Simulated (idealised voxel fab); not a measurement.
Documented hereafter: the process module known as voxel local oxidation.
The cross-section shown here is cut; it is 210 nm wide and divided into square cells measuring 5 nm on a side.
This document writes a cross-section as a grid whose cells are square, and gives it as bands, listed from the top down; one or more rows of cells form a band.
The band entry comprises the height of the band's top followed by the height of its bottom, expressed in nm, and subsequently the band's materials from left to right, each stated together with its width in nm. Where a single material is marked with the word "everywhere", that material fills the band from edge to edge. The word "blank" represents empty space.
Basically, 0 is our baseline, since under it the wafer straight out of the box is all one material. The bottom band has no lower end and keeps on going down, so it looks like "0 -> down".
It should be noted that a width expressed as "30 to 40" varies in equal increments from row to row of cells within the band, taking the value of the first number at the top row and that of the second number at the bottom row.
Given "changes: none" for a step, no cell of the cross-section differs between before and after that step.
Closed-off voids of 8+ cells (no open route to the top) go in "Closed empty spaces", written width x height at distance from the left edge, in nm.
The remark found on a step's line after its settings is issued by the simulator itself and pertains to that step.
Regarding "overlay nm": on a step with a mask, it is the distance the mask lay to the right of its planned place; a negative value places it to the left.

-- Process steps - plan
1) RECEIVE: material Si
2) OXIDIZE: depth nm 5
3) CONFORMAL_DEP: material SiN, thk nm 15
4) MASKED_ETCH: tone cover, mask id ACTIVE, width nm 110, etch materials SiN, depth nm 15, overlay nm 0
5) SELECTIVE_ETCH: etch materials SiO2, depth nm 5
6) OXIDIZE: depth nm 15
7) STRIP: etch materials SiN

-- Cross-section, incoming material, after step 1
0 -> down  Si everywhere
Closed empty spaces: none

-- Cross-section, first of two wafers, end of module, run as planned
0 -> -5  55 nm blank / 100 nm SiO2 / 55 nm blank
-5 -> -20  70 nm SiO2 / 70 nm Si / 70 nm SiO2
-20 -> down  Si everywhere
Closed empty spaces: none

-- Cross-section, wafer two of two, end of module: same start and plan as wafer one, one error in execution
-5 -> -20  70 nm blank / 70 nm Si / 70 nm blank
-20 -> down  Si everywhere
Closed empty spaces: none
It is concluded that the wafer was processed incorrectly with respect to the plan, in that rather than as planned, step 7 actually ran as STRIP: etch materials SiO2
Looking at both finished wafers in cells, the second ends up ahead of or behind the first on some materials: SiO2 -104
